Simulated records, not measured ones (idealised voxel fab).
Process module in this document: voxel transistor to metal
cross-section cut | 145 nm wide | cells 5 nm
If you're reading a cross-section in this doc, picture square cells in a grid; it comes to you as bands, top ones listed first down to the bottom, and a band can be one or more rows of cells. Within each band entry, the heights of the top and of the bottom of the band appear first, in that order and in nm; the materials of the band then follow from left to right, each with its corresponding width in nm. The designation "everywhere" on a single material indicates that it fills the band from edge to edge; the designation "air" indicates empty space. We count height from 0. Below that, the starting wafer is all one material. The lowest band never ends at the bottom but goes on down; see "0 down" for how that is written. When a width is written as two numbers, as in "30..40", the first number is the width in the top row of cells of the band and the second is the width in its bottom row, and the width changes by the same amount from each row to the next. The cross-section has no changed cell in any step marked "no change occurred". The entry titled "Enclosed voids" provides the empty spaces that have no open way to the top, restricted to those of 8 cells or more. Each is presented as width x height at distance, the distance being measured from the left edge, with all three in nm. That trailing text on a step's line, after the settings, is the simulator's own remark on the step. The setting "overlay nm" may be written on the line of a step. When the step uses a mask, the value reports how far to the right of the planned place the mask lay, and a negative value reports that it lay to the left. Pairs, read this way: before one process step on the one hand, after it on the other, the after cross-section ending at the lowest band that changed; the step between, settings included, beneath. Same starting wafer throughout, but possibly different runs of this module, so no pair continues from the pair above unless its entry headed "Prior to processing" says so.

# Prior to processing
> 40 to 30: air 55  SiN 5  SiCN 25  SiN 5  air 55
> 30 to 0: air 55  SiN 5  polySi 25  SiN 5  air 55
> 0 to -5: air 55  SiO2 35  air 55
> -5 to -75: SiO2 30  Si 85  SiO2 30
> -75 down: Si everywhere
> Enclosed voids: none

# Cross-Section Thereafter
> 40 to 30: air 55  SiN 5  SiCN 25  SiN 5  air 55
> 30 to 0: air 55  SiN 5  polySi 25  SiN 5  air 55
> 0 to -5: air 25  SiGe 30  SiO2 35  SiGe 30  air 25
> Whatever lies below -5 is exactly as it was before.
> Enclosed voids: none
The structure shown above changes from one cross-section to the other through EPI [material SiGe] [thk nm 5]

Prior to processing: carried over from the after image of the pair right above.

# Cross-Section Thereafter
> 45 to 40: SiO2 everywhere
> 40 to 30: SiO2 55  SiN 5  SiCN 25  SiN 5  SiO2 55
> 30 to 0: SiO2 55  SiN 5  polySi 25  SiN 5  SiO2 55
> 0 to -5: SiO2 25  SiGe 30  SiO2 35  SiGe 30  SiO2 25
> Whatever lies below -5 is exactly as it was before.
> Enclosed voids: none
The structure shown above changes from one cross-section to the other through FILL_DEP [material SiO2] [thk nm 5]

Prior to processing: carried over from the after image of the pair right above.

# Cross-Section Thereafter
> 40 to 30: SiO2 55  SiN 5  SiCN 25  SiN 5  SiO2 55
> Whatever lies below 30 is exactly as it was before.
> Enclosed voids: none
The structure shown above changes from one cross-section to the other through CMP [height nm 40]

Prior to processing: carried over from the after image of the pair right above.

# Cross-Section Thereafter
> 50 to 40: SiO2 everywhere
> Whatever lies below 40 is exactly as it was before.
> Enclosed voids: none
The structure shown above changes from one cross-section to the other through DIRECTIONAL_DEP [material SiO2] [thk nm 10]

Prior to processing: carried over from the after image of the pair right above.

# Cross-Section Thereafter
> 70 to 50: resist 30  air 15  resist 55  air 15  resist 30
> Whatever lies below 50 is exactly as it was before.
> Enclosed voids: none
The structure shown above changes from one cross-section to the other through PATTERN [tone open] [mask id CONTACT] [material resist] [width nm 15] [pitch nm 70] [thk nm 20] [overlay nm 0]

Prior to processing: carried over from the after image of the pair right above.

# Cross-Section Thereafter
> 70 to 50: resist 30  air 15  resist 55  air 15  resist 30
> 50 to 40: SiO2 30  air 15  SiO2 55  air 15  SiO2 30
> 40 to 30: SiO2 30  air 15  SiO2 10  SiN 5  SiCN 25  SiN 5  SiO2 10  air 15  SiO2 30
> 30 to 0: SiO2 30  air 15  SiO2 10  SiN 5  polySi 25  SiN 5  SiO2 10  air 15  SiO2 30
> Whatever lies below 0 is exactly as it was before.
> Enclosed voids: none
The structure shown above changes from one cross-section to the other through DIRECTIONAL_ETCH [etch materials SiO2] [depth nm 50]

Prior to processing: carried over from the after image of the pair right above.

# Cross-Section Thereafter
> 50 to 40: SiO2 30  air 15  SiO2 55  air 15  SiO2 30
> Whatever lies below 40 is exactly as it was before.
> Enclosed voids: none
The structure shown above changes from one cross-section to the other through STRIP [etch materials resist]

Prior to processing: carried over from the after image of the pair right above.

# Cross-Section Thereafter
> 55 to 50: TiN 35  air 5  TiN 65  air 5  TiN 35
> 50 to 40: SiO2 30  TiN 5  air 5  TiN 5  SiO2 55  TiN 5  air 5  TiN 5  SiO2 30
> 40 to 30: SiO2 30  TiN 5  air 5  TiN 5  SiO2 10  SiN 5  SiCN 25  SiN 5  SiO2 10  TiN 5  air 5  TiN 5  SiO2 30
> 30 to 5: SiO2 30  TiN 5  air 5  TiN 5  SiO2 10  SiN 5  polySi 25  SiN 5  SiO2 10  TiN 5  air 5  TiN 5  SiO2 30
> 5 to 0: SiO2 30  TiN 15  SiO2 10  SiN 5  polySi 25  SiN 5  SiO2 10  TiN 15  SiO2 30
> Whatever lies below 0 is exactly as it was before.
> Enclosed voids: none
The structure shown above changes from one cross-section to the other through CONFORMAL_DEP [material TiN] [thk nm 5]

Prior to processing: carried over from the after image of the pair right above.

# Cross-Section Thereafter
> 65 to 55: W everywhere
> 55 to 50: TiN 35  W 5  TiN 65  W 5  TiN 35
> 50 to 40: SiO2 30  TiN 5  W 5  TiN 5  SiO2 55  TiN 5  W 5  TiN 5  SiO2 30
> 40 to 30: SiO2 30  TiN 5  W 5  TiN 5  SiO2 10  SiN 5  SiCN 25  SiN 5  SiO2 10  TiN 5  W 5  TiN 5  SiO2 30
> 30 to 5: SiO2 30  TiN 5  W 5  TiN 5  SiO2 10  SiN 5  polySi 25  SiN 5  SiO2 10  TiN 5  W 5  TiN 5  SiO2 30
> Whatever lies below 5 is exactly as it was before.
> Enclosed voids: none
The structure shown above changes from one cross-section to the other through FILL_DEP [material W] [thk nm 10]

Prior to processing: carried over from the after image of the pair right above.

# Cross-Section Thereafter
> 50 to 40: SiO2 30  TiN 5  W 5  TiN 5  SiO2 55  TiN 5  W 5  TiN 5  SiO2 30
> Whatever lies below 40 is exactly as it was before.
> Enclosed voids: none
The structure shown above changes from one cross-section to the other through CMP [height nm 50]

Prior to processing: carried over from the after image of the pair right above.

# Cross-Section Thereafter
> 55 to 50: SiCN everywhere
> Whatever lies below 50 is exactly as it was before.
> Enclosed voids: none
The structure shown above changes from one cross-section to the other through CONFORMAL_DEP [material SiCN] [thk nm 5]

Prior to processing: carried over from the after image of the pair right above.

# Cross-Section Thereafter
> 80 to 55: lowk everywhere
> Whatever lies below 55 is exactly as it was before.
> Enclosed voids: none
The structure shown above changes from one cross-section to the other through DIRECTIONAL_DEP [material lowk] [thk nm 25]

Prior to processing: carried over from the after image of the pair right above.

# Cross-Section Thereafter
> 95 to 80: aC everywhere
> Whatever lies below 80 is exactly as it was before.
> Enclosed voids: none
The structure shown above changes from one cross-section to the other through DIRECTIONAL_DEP [material aC] [thk nm 15]

Prior to processing: carried over from the after image of the pair right above.

# Cross-Section Thereafter
> 125 to 95: resist 30  air 15  resist 55  air 15  resist 30
> Whatever lies below 95 is exactly as it was before.
> Enclosed voids: none
The structure shown above changes from one cross-section to the other through PATTERN [tone open] [mask id METAL_1] [material resist] [width nm 15] [pitch nm 70] [thk nm 30] [overlay nm 0]

Prior to processing: carried over from the after image of the pair right above.

# Cross-Section Thereafter
> 110 to 95: resist 30  air 15  resist 55  air 15  resist 30
> 95 to 80: aC 30  air 15  aC 55  air 15  aC 30
> Whatever lies below 80 is exactly as it was before.
> Enclosed voids: none
The structure shown above changes from one cross-section to the other through DIRECTIONAL_ETCH [etch materials aC] [depth nm 15]

Prior to processing: carried over from the after image of the pair right above.

# Cross-Section Thereafter
> 95 to 80: aC 30  air 15  aC 55  air 15  aC 30
> Whatever lies below 80 is exactly as it was before.
> Enclosed voids: none
The structure shown above changes from one cross-section to the other through STRIP [etch materials resist]

Prior to processing: carried over from the after image of the pair right above.

# Cross-Section Thereafter
> 95 to 80: aC 30  air 15  aC 55  air 15  aC 30
> 80 to 55: lowk 30  air 15  lowk 55  air 15  lowk 30
> Whatever lies below 55 is exactly as it was before.
> Enclosed voids: none
The structure shown above changes from one cross-section to the other through DIRECTIONAL_ETCH [etch materials lowk] [depth nm 25]

Prior to processing: carried over from the after image of the pair right above.

# Cross-Section Thereafter
> 95 to 80: aC 30  air 15  aC 55  air 15  aC 30
> 80 to 55: lowk 30  air 15  lowk 55  air 15  lowk 30
> 55 to 50: SiCN 30  air 15  SiCN 55  air 15  SiCN 30
> Whatever lies below 50 is exactly as it was before.
> Enclosed voids: none
The structure shown above changes from one cross-section to the other through DIRECTIONAL_ETCH [etch materials SiCN] [depth nm 5]

Prior to processing: carried over from the after image of the pair right above.

# Cross-Section Thereafter
> 80 to 55: lowk 30  air 15  lowk 55  air 15  lowk 30
> Whatever lies below 55 is exactly as it was before.
> Enclosed voids: none
The structure shown above changes from one cross-section to the other through STRIP [etch materials aC]

Prior to processing: carried over from the after image of the pair right above.

# Cross-Section Thereafter
> 85 to 80: TiN 35  air 5  TiN 65  air 5  TiN 35
> 80 to 55: lowk 30  TiN 5  air 5  TiN 5  lowk 55  TiN 5  air 5  TiN 5  lowk 30
> 55 to 50: SiCN 30  TiN 15  SiCN 55  TiN 15  SiCN 30
> Whatever lies below 50 is exactly as it was before.
> Enclosed voids: none
The structure shown above changes from one cross-section to the other through CONFORMAL_DEP [material TiN] [thk nm 5]

Prior to processing: carried over from the after image of the pair right above.

# Cross-Section Thereafter
> 95 to 85: Ru everywhere
> 85 to 80: TiN 35  Ru 5  TiN 65  Ru 5  TiN 35
> 80 to 55: lowk 30  TiN 5  Ru 5  TiN 5  lowk 55  TiN 5  Ru 5  TiN 5  lowk 30
> Whatever lies below 55 is exactly as it was before.
> Enclosed voids: none
The structure shown above changes from one cross-section to the other through FILL_DEP [material Ru] [thk nm 10]

Prior to processing: carried over from the after image of the pair right above.

# Cross-Section Thereafter
> 80 to 55: lowk 30  TiN 5  Ru 5  TiN 5  lowk 55  TiN 5  Ru 5  TiN 5  lowk 30
> Whatever lies below 55 is exactly as it was before.
> Enclosed voids: none
The structure shown above changes from one cross-section to the other through CMP [height nm 80]

Prior to processing: carried over from the after image of the pair right above.

# Cross-Section Thereafter
> 85 to 80: SiCN everywhere
> Whatever lies below 80 is exactly as it was before.
> Enclosed voids: none
The structure shown above changes from one cross-section to the other through CONFORMAL_DEP [material SiCN] [thk nm 5]

Prior to processing: carried over from the after image of the pair right above.

# Cross-Section Thereafter
> 120 to 85: lowk everywhere
> Whatever lies below 85 is exactly as it was before.
> Enclosed voids: none
The structure shown above changes from one cross-section to the other through DIRECTIONAL_DEP [material lowk] [thk nm 35]

Prior to processing: carried over from the after image of the pair right above.

# Cross-Section Thereafter
> 135 to 120: resist 30  air 15  resist 55  air 15  resist 30
> Whatever lies below 120 is exactly as it was before.
> Enclosed voids: none
The structure shown above changes from one cross-section to the other through PATTERN [tone open] [mask id METAL_2] [material resist] [width nm 15] [pitch nm 70] [thk nm 15] [overlay nm 0]

Prior to processing: carried over from the after image of the pair right above.

# Cross-Section Thereafter
> 135 to 120: resist 30  air 15  resist 55  air 15  resist 30
> 120 to 100: lowk 30  air 15  lowk 55  air 15  lowk 30
> Whatever lies below 100 is exactly as it was before.
> Enclosed voids: none
The structure shown above changes from one cross-section to the other through DIRECTIONAL_ETCH [etch materials lowk] [depth nm 20]

Prior to processing: carried over from the after image of the pair right above.

# Cross-Section Thereafter
> 120 to 100: lowk 30  air 15  lowk 55  air 15  lowk 30
> Whatever lies below 100 is exactly as it was before.
> Enclosed voids: none
The structure shown above changes from one cross-section to the other through STRIP [etch materials resist]

Prior to processing: carried over from the after image of the pair right above.

# Cross-Section Thereafter
> 120 to 85: lowk 30  air 15  lowk 55  air 15  lowk 30
> Whatever lies below 85 is exactly as it was before.
> Enclosed voids: none
The structure shown above changes from one cross-section to the other through MASKED_ETCH [tone open] [mask id METAL_2_HOLES] [width nm 15] [pitch nm 70] [etch materials lowk] [depth nm 15] [overlay nm 0]

Prior to processing: carried over from the after image of the pair right above.

# Cross-Section Thereafter
> 120 to 85: lowk 30  air 15  lowk 55  air 15  lowk 30
> 85 to 80: SiCN 30  air 15  SiCN 55  air 15  SiCN 30
> Whatever lies below 80 is exactly as it was before.
> Enclosed voids: none
The structure shown above changes from one cross-section to the other through MASKED_ETCH [tone open] [mask id METAL_2_HOLES] [width nm 15] [pitch nm 70] [etch materials SiCN] [depth nm 5] [overlay nm 0]

Prior to processing: carried over from the after image of the pair right above.

# Cross-Section Thereafter
> 125 to 120: TiN 35  air 5  TiN 65  air 5  TiN 35
> 120 to 85: lowk 30  TiN 5  air 5  TiN 5  lowk 55  TiN 5  air 5  TiN 5  lowk 30
> 85 to 80: SiCN 30  TiN 15  SiCN 55  TiN 15  SiCN 30
> Whatever lies below 80 is exactly as it was before.
> Enclosed voids: none
The structure shown above changes from one cross-section to the other through CONFORMAL_DEP [material TiN] [thk nm 5]

Prior to processing: carried over from the after image of the pair right above.

# Cross-Section Thereafter
> 135 to 125: Ru everywhere
> 125 to 120: TiN 35  Ru 5  TiN 65  Ru 5  TiN 35
> 120 to 85: lowk 30  TiN 5  Ru 5  TiN 5  lowk 55  TiN 5  Ru 5  TiN 5  lowk 30
> Whatever lies below 85 is exactly as it was before.
> Enclosed voids: none
The structure shown above changes from one cross-section to the other through FILL_DEP [material Ru] [thk nm 10]

Prior to processing: carried over from the after image of the pair right above.

# Cross-Section Thereafter
> 120 to 85: lowk 30  TiN 5  Ru 5  TiN 5  lowk 55  TiN 5  Ru 5  TiN 5  lowk 30
> Whatever lies below 85 is exactly as it was before.
> Enclosed voids: none
The structure shown above changes from one cross-section to the other through CMP [height nm 120]

Prior to processing: carried over from the after image of the pair right above.

# Cross-Section Thereafter
> 125 to 120: SiN everywhere
> Whatever lies below 120 is exactly as it was before.
> Enclosed voids: none
The structure shown above changes from one cross-section to the other through CONFORMAL_DEP [material SiN] [thk nm 5]

# Prior to processing
> 80 to 55: lowk 30  TiN 5  Ru 5  TiN 5  lowk 55  TiN 5  Ru 5  TiN 5  lowk 30
> 55 to 50: SiCN 30  TiN 15  SiCN 55  TiN 15  SiCN 30
> 50 to 40: SiO2 30  TiN 5  W 5  TiN 5  SiO2 55  TiN 5  W 5  TiN 5  SiO2 30
> 40 to 30: SiO2 30  TiN 5  W 5  TiN 5  SiO2 10  SiN 5  SiCN 25  SiN 5  SiO2 10  TiN 5  W 5  TiN 5  SiO2 30
> 30 to 5: SiO2 30  TiN 5  W 5  TiN 5  SiO2 10  SiN 5  polySi 25  SiN 5  SiO2 10  TiN 5  W 5  TiN 5  SiO2 30
> 5 to 0: SiO2 30  TiN 15  SiO2 10  SiN 5  polySi 25  SiN 5  SiO2 10  TiN 15  SiO2 30
> 0 to -5: SiO2 25  SiGe 30  SiO2 35  SiGe 30  SiO2 25
> -5 to -40: SiO2 30  Si 85  SiO2 30
> -40 down: Si everywhere
> Enclosed voids: none

# Cross-Section Thereafter
> 115 to 80: lowk everywhere
> Whatever lies below 80 is exactly as it was before.
> Enclosed voids: none
The structure shown above changes from one cross-section to the other through DIRECTIONAL_DEP [material lowk] [thk nm 35]

Prior to processing: carried over from the after image of the pair right above.

# Cross-Section Thereafter
> 120 to 115: SiCN everywhere
> Whatever lies below 115 is exactly as it was before.
> Enclosed voids: none
The structure shown above changes from one cross-section to the other through CONFORMAL_DEP [material SiCN] [thk nm 5]

Prior to processing: carried over from the after image of the pair right above.

# Cross-Section Thereafter
> 135 to 120: resist 30  air 15  resist 55  air 15  resist 30
> Whatever lies below 120 is exactly as it was before.
> Enclosed voids: none
The structure shown above changes from one cross-section to the other through PATTERN [tone open] [mask id METAL_2] [material resist] [width nm 15] [pitch nm 70] [thk nm 15] [overlay nm 0]

Prior to processing: carried over from the after image of the pair right above.

# Cross-Section Thereafter
> 120 to 115: SiCN everywhere
> Whatever lies below 115 is exactly as it was before.
> Enclosed voids: none
The structure shown above changes from one cross-section to the other through STRIP [etch materials resist]

Prior to processing: carried over from the after image of the pair right above.

# Cross-Section Thereafter
> 120 to 115: SiCN 30  air 15  SiCN 55  air 15  SiCN 30
> Whatever lies below 115 is exactly as it was before.
> Enclosed voids: none
The structure shown above changes from one cross-section to the other through MASKED_ETCH [tone open] [mask id METAL_2_HOLES] [width nm 15] [pitch nm 70] [etch materials SiCN] [depth nm 5] [overlay nm 0]

Prior to processing: carried over from the after image of the pair right above.

# Cross-Section Thereafter
> 125 to 120: TiN 35  air 5  TiN 65  air 5  TiN 35
> 120 to 115: SiCN 30  TiN 15  SiCN 55  TiN 15  SiCN 30
> Whatever lies below 115 is exactly as it was before.
> Enclosed voids: none
The structure shown above changes from one cross-section to the other through CONFORMAL_DEP [material TiN] [thk nm 5]

Prior to processing: carried over from the after image of the pair right above.

# Cross-Section Thereafter
> 135 to 125: Ru everywhere
> 125 to 120: TiN 35  Ru 5  TiN 65  Ru 5  TiN 35
> Whatever lies below 120 is exactly as it was before.
> Enclosed voids: none
The structure shown above changes from one cross-section to the other through FILL_DEP [material Ru] [thk nm 10]

Prior to processing: carried over from the after image of the pair right above.

# Cross-Section Thereafter
> 120 to 115: SiCN 30  TiN 15  SiCN 55  TiN 15  SiCN 30
> Whatever lies below 115 is exactly as it was before.
> Enclosed voids: none
The structure shown above changes from one cross-section to the other through CMP [height nm 120]

Prior to processing: carried over from the after image of the pair right above.

# Cross-Section Thereafter
> 125 to 120: SiN everywhere
> Whatever lies below 120 is exactly as it was before.
> Enclosed voids: none
The structure shown above changes from one cross-section to the other through CONFORMAL_DEP [material SiN] [thk nm 5]

# Prior to processing
> 65 to 55: W everywhere
> 55 to 50: TiN 35  W 5  TiN 65  W 5  TiN 35
> 50 to 40: SiO2 30  TiN 5  W 5  TiN 5  SiO2 55  TiN 5  W 5  TiN 5  SiO2 30
> 40 to 30: SiO2 30  TiN 5  W 5  TiN 5  SiO2 10  SiN 5  SiCN 25  SiN 5  SiO2 10  TiN 5  W 5  TiN 5  SiO2 30
> 30 to 5: SiO2 30  TiN 5  W 5  TiN 5  SiO2 10  SiN 5  polySi 25  SiN 5  SiO2 10  TiN 5  W 5  TiN 5  SiO2 30
> 5 to 0: SiO2 30  TiN 15  SiO2 10  SiN 5  polySi 25  SiN 5  SiO2 10  TiN 15  SiO2 30
> 0 to -5: SiO2 25  SiGe 30  SiO2 35  SiGe 30  SiO2 25
> -5 to -40: SiO2 30  Si 85  SiO2 30
> -40 down: Si everywhere
> Enclosed voids: none

# Cross-Section Thereafter
> 45 to 40: SiO2 30  TiN 5  W 5  TiN 5  SiO2 55  TiN 5  W 5  TiN 5  SiO2 30
> Whatever lies below 40 is exactly as it was before.
> Enclosed voids: none
The structure shown above changes from one cross-section to the other through CMP [height nm 45]

Prior to processing: carried over from the after image of the pair right above.

# Cross-Section Thereafter
> 50 to 45: SiCN everywhere
> Whatever lies below 45 is exactly as it was before.
> Enclosed voids: none
The structure shown above changes from one cross-section to the other through CONFORMAL_DEP [material SiCN] [thk nm 5]

Prior to processing: carried over from the after image of the pair right above.

# Cross-Section Thereafter
> 75 to 50: lowk everywhere
> Whatever lies below 50 is exactly as it was before.
> Enclosed voids: none
The structure shown above changes from one cross-section to the other through DIRECTIONAL_DEP [material lowk] [thk nm 25]

Prior to processing: carried over from the after image of the pair right above.

# Cross-Section Thereafter
> 90 to 75: aC everywhere
> Whatever lies below 75 is exactly as it was before.
> Enclosed voids: none
The structure shown above changes from one cross-section to the other through DIRECTIONAL_DEP [material aC] [thk nm 15]

Prior to processing: carried over from the after image of the pair right above.

# Cross-Section Thereafter
> 120 to 90: resist 30  air 15  resist 55  air 15  resist 30
> Whatever lies below 90 is exactly as it was before.
> Enclosed voids: none
The structure shown above changes from one cross-section to the other through PATTERN [tone open] [mask id METAL_1] [material resist] [width nm 15] [pitch nm 70] [thk nm 30] [overlay nm 0]

Prior to processing: carried over from the after image of the pair right above.

# Cross-Section Thereafter
> 105 to 90: resist 30  air 15  resist 55  air 15  resist 30
> 90 to 75: aC 30  air 15  aC 55  air 15  aC 30
> Whatever lies below 75 is exactly as it was before.
> Enclosed voids: none
The structure shown above changes from one cross-section to the other through DIRECTIONAL_ETCH [etch materials aC] [depth nm 15]

Prior to processing: carried over from the after image of the pair right above.

# Cross-Section Thereafter
> 90 to 75: aC 30  air 15  aC 55  air 15  aC 30
> Whatever lies below 75 is exactly as it was before.
> Enclosed voids: none
The structure shown above changes from one cross-section to the other through STRIP [etch materials resist]

Prior to processing: carried over from the after image of the pair right above.

# Cross-Section Thereafter
> 90 to 75: aC 30  air 15  aC 55  air 15  aC 30
> 75 to 50: lowk 30  air 15  lowk 55  air 15  lowk 30
> Whatever lies below 50 is exactly as it was before.
> Enclosed voids: none
The structure shown above changes from one cross-section to the other through DIRECTIONAL_ETCH [etch materials lowk] [depth nm 25]

Prior to processing: carried over from the after image of the pair right above.

# Cross-Section Thereafter
> 90 to 75: aC 30  air 15  aC 55  air 15  aC 30
> 75 to 50: lowk 30  air 15  lowk 55  air 15  lowk 30
> 50 to 45: SiCN 30  air 15  SiCN 55  air 15  SiCN 30
> Whatever lies below 45 is exactly as it was before.
> Enclosed voids: none
The structure shown above changes from one cross-section to the other through DIRECTIONAL_ETCH [etch materials SiCN] [depth nm 5]

Prior to processing: carried over from the after image of the pair right above.

# Cross-Section Thereafter
> 75 to 50: lowk 30  air 15  lowk 55  air 15  lowk 30
> Whatever lies below 50 is exactly as it was before.
> Enclosed voids: none
The structure shown above changes from one cross-section to the other through STRIP [etch materials aC]

Prior to processing: carried over from the after image of the pair right above.

# Cross-Section Thereafter
> 80 to 75: TiN 35  air 5  TiN 65  air 5  TiN 35
> 75 to 50: lowk 30  TiN 5  air 5  TiN 5  lowk 55  TiN 5  air 5  TiN 5  lowk 30
> 50 to 45: SiCN 30  TiN 15  SiCN 55  TiN 15  SiCN 30
> Whatever lies below 45 is exactly as it was before.
> Enclosed voids: none
The structure shown above changes from one cross-section to the other through CONFORMAL_DEP [material TiN] [thk nm 5]

Prior to processing: carried over from the after image of the pair right above.

# Cross-Section Thereafter
> 90 to 80: Ru everywhere
> 80 to 75: TiN 35  Ru 5  TiN 65  Ru 5  TiN 35
> 75 to 50: lowk 30  TiN 5  Ru 5  TiN 5  lowk 55  TiN 5  Ru 5  TiN 5  lowk 30
> Whatever lies below 50 is exactly as it was before.
> Enclosed voids: none
The structure shown above changes from one cross-section to the other through FILL_DEP [material Ru] [thk nm 10]

Prior to processing: carried over from the after image of the pair right above.

# Cross-Section Thereafter
> 80 to 75: TiN 35  Ru 5  TiN 65  Ru 5  TiN 35
> Whatever lies below 75 is exactly as it was before.
> Enclosed voids: none
The structure shown above changes from one cross-section to the other through CMP [height nm 80]

Prior to processing: carried over from the after image of the pair right above.

# Cross-Section Thereafter
> 85 to 80: SiCN everywhere
> Whatever lies below 80 is exactly as it was before.
> Enclosed voids: none
The structure shown above changes from one cross-section to the other through CONFORMAL_DEP [material SiCN] [thk nm 5]

Prior to processing: carried over from the after image of the pair right above.

# Cross-Section Thereafter
> 120 to 85: lowk everywhere
> Whatever lies below 85 is exactly as it was before.
> Enclosed voids: none
The structure shown above changes from one cross-section to the other through DIRECTIONAL_DEP [material lowk] [thk nm 35]

Prior to processing: carried over from the after image of the pair right above.

# Cross-Section Thereafter
> 135 to 120: resist 30  air 15  resist 55  air 15  resist 30
> Whatever lies below 120 is exactly as it was before.
> Enclosed voids: none
The structure shown above changes from one cross-section to the other through PATTERN [tone open] [mask id METAL_2] [material resist] [width nm 15] [pitch nm 70] [thk nm 15] [overlay nm 0]

Prior to processing: carried over from the after image of the pair right above.

# Cross-Section Thereafter
> 135 to 120: resist 30  air 15  resist 55  air 15  resist 30
> 120 to 100: lowk 30  air 15  lowk 55  air 15  lowk 30
> Whatever lies below 100 is exactly as it was before.
> Enclosed voids: none
The structure shown above changes from one cross-section to the other through DIRECTIONAL_ETCH [etch materials lowk] [depth nm 20]

Prior to processing: carried over from the after image of the pair right above.

# Cross-Section Thereafter
> 120 to 100: lowk 30  air 15  lowk 55  air 15  lowk 30
> Whatever lies below 100 is exactly as it was before.
> Enclosed voids: none
The structure shown above changes from one cross-section to the other through STRIP [etch materials resist]

Prior to processing: carried over from the after image of the pair right above.

# Cross-Section Thereafter
> 120 to 85: lowk 30  air 15  lowk 55  air 15  lowk 30
> Whatever lies below 85 is exactly as it was before.
> Enclosed voids: none
The structure shown above changes from one cross-section to the other through MASKED_ETCH [tone open] [mask id METAL_2_HOLES] [width nm 15] [pitch nm 70] [etch materials lowk] [depth nm 15] [overlay nm 0]

Prior to processing: carried over from the after image of the pair right above.

# Cross-Section Thereafter
> 120 to 85: lowk 30  air 15  lowk 55  air 15  lowk 30
> 85 to 80: SiCN 30  air 15  SiCN 55  air 15  SiCN 30
> Whatever lies below 80 is exactly as it was before.
> Enclosed voids: none
The structure shown above changes from one cross-section to the other through MASKED_ETCH [tone open] [mask id METAL_2_HOLES] [width nm 15] [pitch nm 70] [etch materials SiCN] [depth nm 5] [overlay nm 0]

Prior to processing: carried over from the after image of the pair right above.

# Cross-Section Thereafter
> 125 to 120: TiN 35  air 5  TiN 65  air 5  TiN 35
> 120 to 85: lowk 30  TiN 5  air 5  TiN 5  lowk 55  TiN 5  air 5  TiN 5  lowk 30
> 85 to 80: SiCN 30  TiN 15  SiCN 55  TiN 15  SiCN 30
> Whatever lies below 80 is exactly as it was before.
> Enclosed voids: none
The structure shown above changes from one cross-section to the other through CONFORMAL_DEP [material TiN] [thk nm 5]

Prior to processing: carried over from the after image of the pair right above.

# Cross-Section Thereafter
> 135 to 125: Ru everywhere
> 125 to 120: TiN 35  Ru 5  TiN 65  Ru 5  TiN 35
> 120 to 85: lowk 30  TiN 5  Ru 5  TiN 5  lowk 55  TiN 5  Ru 5  TiN 5  lowk 30
> Whatever lies below 85 is exactly as it was before.
> Enclosed voids: none
The structure shown above changes from one cross-section to the other through FILL_DEP [material Ru] [thk nm 10]

Prior to processing: carried over from the after image of the pair right above.

# Cross-Section Thereafter
> 120 to 85: lowk 30  TiN 5  Ru 5  TiN 5  lowk 55  TiN 5  Ru 5  TiN 5  lowk 30
> Whatever lies below 85 is exactly as it was before.
> Enclosed voids: none
The structure shown above changes from one cross-section to the other through CMP [height nm 120]

Prior to processing: carried over from the after image of the pair right above.

# Cross-Section Thereafter
> 125 to 120: SiN everywhere
> Whatever lies below 120 is exactly as it was before.
> Enclosed voids: none
The structure shown above changes from one cross-section to the other through CONFORMAL_DEP [material SiN] [thk nm 5]

# Prior to processing
> 50 to 40: SiO2 everywhere
> 40 to 30: SiO2 55  SiN 5  SiCN 25  SiN 5  SiO2 55
> 30 to 0: SiO2 55  SiN 5  polySi 25  SiN 5  SiO2 55
> 0 to -5: SiO2 25  SiGe 30  SiO2 35  SiGe 30  SiO2 25
> -5 to -40: SiO2 30  Si 85  SiO2 30
> -40 down: Si everywhere
> Enclosed voids: none

# Cross-Section Thereafter
> 70 to 50: resist 30  air 20  resist 50  air 20  resist 25
> Whatever lies below 50 is exactly as it was before.
> Enclosed voids: none
The structure shown above changes from one cross-section to the other through PATTERN [tone open] [mask id CONTACT] [material resist] [width nm 20] [pitch nm 70] [thk nm 20] [overlay nm 0]

Prior to processing: carried over from the after image of the pair right above.

# Cross-Section Thereafter
> 70 to 50: resist 30  air 20  resist 50  air 20  resist 25
> 50 to 40: SiO2 30  air 20  SiO2 50  air 20  SiO2 25
> 40 to 30: SiO2 30  air 20  SiO2 5  SiN 5  SiCN 25  SiN 5  SiO2 10  air 20  SiO2 25
> 30 to 0: SiO2 30  air 20  SiO2 5  SiN 5  polySi 25  SiN 5  SiO2 10  air 20  SiO2 25
> Whatever lies below 0 is exactly as it was before.
> Enclosed voids: none
The structure shown above changes from one cross-section to the other through DIRECTIONAL_ETCH [etch materials SiO2] [depth nm 50]

Prior to processing: carried over from the after image of the pair right above.

# Cross-Section Thereafter
> 50 to 40: SiO2 30  air 20  SiO2 50  air 20  SiO2 25
> Whatever lies below 40 is exactly as it was before.
> Enclosed voids: none
The structure shown above changes from one cross-section to the other through STRIP [etch materials resist]

Prior to processing: carried over from the after image of the pair right above.

# Cross-Section Thereafter
> 55 to 50: TiN 35  air 10  TiN 60  air 10  TiN 30
> 50 to 40: SiO2 30  TiN 5  air 10  TiN 5  SiO2 50  TiN 5  air 10  TiN 5  SiO2 25
> 40 to 30: SiO2 30  TiN 5  air 10  TiN 5  SiO2 5  SiN 5  SiCN 25  SiN 5  SiO2 10  TiN 5  air 10  TiN 5  SiO2 25
> 30 to 5: SiO2 30  TiN 5  air 10  TiN 5  SiO2 5  SiN 5  polySi 25  SiN 5  SiO2 10  TiN 5  air 10  TiN 5  SiO2 25
> 5 to 0: SiO2 30  TiN 20  SiO2 5  SiN 5  polySi 25  SiN 5  SiO2 10  TiN 20  SiO2 25
> Whatever lies below 0 is exactly as it was before.
> Enclosed voids: none
The structure shown above changes from one cross-section to the other through CONFORMAL_DEP [material TiN] [thk nm 5]

Prior to processing: carried over from the after image of the pair right above.

# Cross-Section Thereafter
> 65 to 55: W everywhere
> 55 to 50: TiN 35  W 10  TiN 60  W 10  TiN 30
> 50 to 40: SiO2 30  TiN 5  W 10  TiN 5  SiO2 50  TiN 5  W 10  TiN 5  SiO2 25
> 40 to 30: SiO2 30  TiN 5  W 10  TiN 5  SiO2 5  SiN 5  SiCN 25  SiN 5  SiO2 10  TiN 5  W 10  TiN 5  SiO2 25
> 30 to 5: SiO2 30  TiN 5  W 10  TiN 5  SiO2 5  SiN 5  polySi 25  SiN 5  SiO2 10  TiN 5  W 10  TiN 5  SiO2 25
> Whatever lies below 5 is exactly as it was before.
> Enclosed voids: none
The structure shown above changes from one cross-section to the other through FILL_DEP [material W] [thk nm 10]

Prior to processing: carried over from the after image of the pair right above.

# Cross-Section Thereafter
> 50 to 40: SiO2 30  TiN 5  W 10  TiN 5  SiO2 50  TiN 5  W 10  TiN 5  SiO2 25
> Whatever lies below 40 is exactly as it was before.
> Enclosed voids: none
The structure shown above changes from one cross-section to the other through CMP [height nm 50]
